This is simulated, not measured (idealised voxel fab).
Module name: voxel released beams (process module)
Shown is cross-section cut, with a width of 250 nm and square cells of size 5 nm.
When this document writes out a cross-section, it uses a grid of square cells and lists it as bands, beginning at the top and moving down, with a band standing for one or more rows of cells. This entry defines a band. It first specifies the height of the band's top and the height of its bottom in nm, and then specifies the band's materials from left to right, stating each material with its width in nm. The word "all across" identifies a single material that fills the band from edge to edge, while the word "empty" identifies empty space. Below 0: as-received wafer, all one material; heights counted from there. Lowest band: no bottom, goes on down, written "0 down". A width such as "30 to 40" changes by the same amount from each row of cells to the next, from the band's top row to its bottom row. "nothing changed" -> step changed no cross-section cell. "closed voids" means: voids of 8 cells or more that are shut off from the top with no open way through. Written width x height at distance, distance from the left edge, in nm. That trailing text on a step's line, after the settings, is the simulator's own remark on the step. overlay nm: how far to the right of its planned place the mask lay on this masked step (negative: to the left).

Steps planned for the process:
1) op RECEIVE | material Si
2) op CONFORMAL_DEP | material SiN | thk nm 5
3) op DIRECTIONAL_DEP | material SiO2 | thk nm 10
4) op PATTERN | tone open | mask id ANCHOR | material resist | width nm 25 | thk nm 15 | overlay nm 0
5) op DIRECTIONAL_ETCH | etch materials SiO2 | depth nm 10
6) op STRIP | etch materials resist
7) op CONFORMAL_DEP | material W | thk nm 10
8) op DIRECTIONAL_DEP | material aC | thk nm 10
9) op PATTERN | tone cover | mask id BEAM | material resist | width nm 70 | thk nm 25 | overlay nm 0
10) op DIRECTIONAL_ETCH | etch materials aC | depth nm 10
11) op STRIP | etch materials resist
12) op DIRECTIONAL_ETCH | etch materials W | depth nm 10
13) op STRIP | etch materials aC
14) op STRIP | etch materials SiO2

The first of two wafers, run as planned:

As-received wafer cross-section (after step 1):
0 down = Si all across
closed voids: none

The wafer, seen in cross-section, after step 2:
5 to 0 = SiN all across
Unchanged below 0.

The wafer, seen in cross-section, after step 3:
15 to 5 = SiO2 all across
Unchanged below 5.

The wafer, seen in cross-section, after step 4:
30 to 15 = resist (90) / empty (25) / resist (135)
Unchanged below 15.

The wafer, seen in cross-section, after step 5:
30 to 15 = resist (90) / empty (25) / resist (135)
15 to 5 = SiO2 (90) / empty (25) / SiO2 (135)
Unchanged below 5.

The wafer, seen in cross-section, after step 6:
15 to 5 = SiO2 (90) / empty (25) / SiO2 (135)
Unchanged below 5.

The wafer, seen in cross-section, after step 7:
25 to 15 = W (100) / empty (5) / W (145)
15 to 5 = SiO2 (90) / W (25) / SiO2 (135)
Unchanged below 5.

The wafer, seen in cross-section, after step 8:
35 to 25 = aC (100) / empty (5) / aC (145)
25 to 15 = W (100) / aC (5) / W (145)
Unchanged below 15.

The wafer, seen in cross-section, after step 9:
60 to 35 = empty (85) / resist (70) / empty (95)
35 to 25 = aC (100) / resist (5) / aC (145)
Unchanged below 25.

The wafer, seen in cross-section, after step 10:
50 to 35 = empty (85) / resist (70) / empty (95)
35 to 25 = empty (85) / aC (15) / resist (5) / aC (50) / empty (95)
Unchanged below 25.

The wafer, seen in cross-section, after step 11:
35 to 25 = empty (85) / aC (15) / empty (5) / aC (50) / empty (95)
Unchanged below 25.

The wafer, seen in cross-section, after step 12:
35 to 25 = empty (85) / aC (15) / empty (5) / aC (50) / empty (95)
25 to 15 = empty (85) / W (15) / aC (5) / W (50) / empty (95)
Unchanged below 15.

The wafer, seen in cross-section, after step 13:
25 to 15 = empty (85) / W (15) / empty (5) / W (50) / empty (95)
Unchanged below 15.

The wafer, seen in cross-section, after step 14:
25 to 15 = empty (85) / W (15) / empty (5) / W (50) / empty (95)
15 to 5 = empty (90) / W (25) / empty (135)
Unchanged below 5.

Wafer two: like wafer one in start and plan, but with one mistake in execution; identical up to and including step 8:

Second wafer: cross-section at the scheduled end of step 9:
60 to 35 = empty (90) / resist (65) / empty (95)
35 to 25 = aC (100) / resist (5) / aC (145)
Unchanged below 25.

Second wafer: cross-section at the scheduled end of step 10:
50 to 35 = empty (90) / resist (65) / empty (95)
35 to 25 = empty (90) / aC (10) / resist (5) / aC (50) / empty (95)
Unchanged below 25.

Second wafer: cross-section at the scheduled end of step 11:
35 to 25 = empty (90) / aC (10) / empty (5) / aC (50) / empty (95)
Unchanged below 25.

Second wafer: cross-section at the scheduled end of step 12:
35 to 25 = empty (90) / aC (10) / empty (5) / aC (50) / empty (95)
25 to 15 = empty (90) / W (10) / aC (5) / W (50) / empty (95)
Unchanged below 15.

Second wafer: cross-section at the scheduled end of step 13:
25 to 15 = empty (90) / W (10) / empty (5) / W (50) / empty (95)
Unchanged below 15.

Second wafer: cross-section at the scheduled end of step 14:
25 to 15 = empty (90) / W (10) / empty (5) / W (50) / empty (95)
15 to 5 = empty (90) / W (25) / empty (135)
Unchanged below 5.
What broke from the plan during processing? step 9 deviated from plan and actually ran as op PATTERN | tone cover | mask id BEAM | material resist | width nm 65 | thk nm 25 | overlay nm 0
The closing comparison, in cells, has the second wafer with more or fewer of some materials than the first: 2 fewer of W
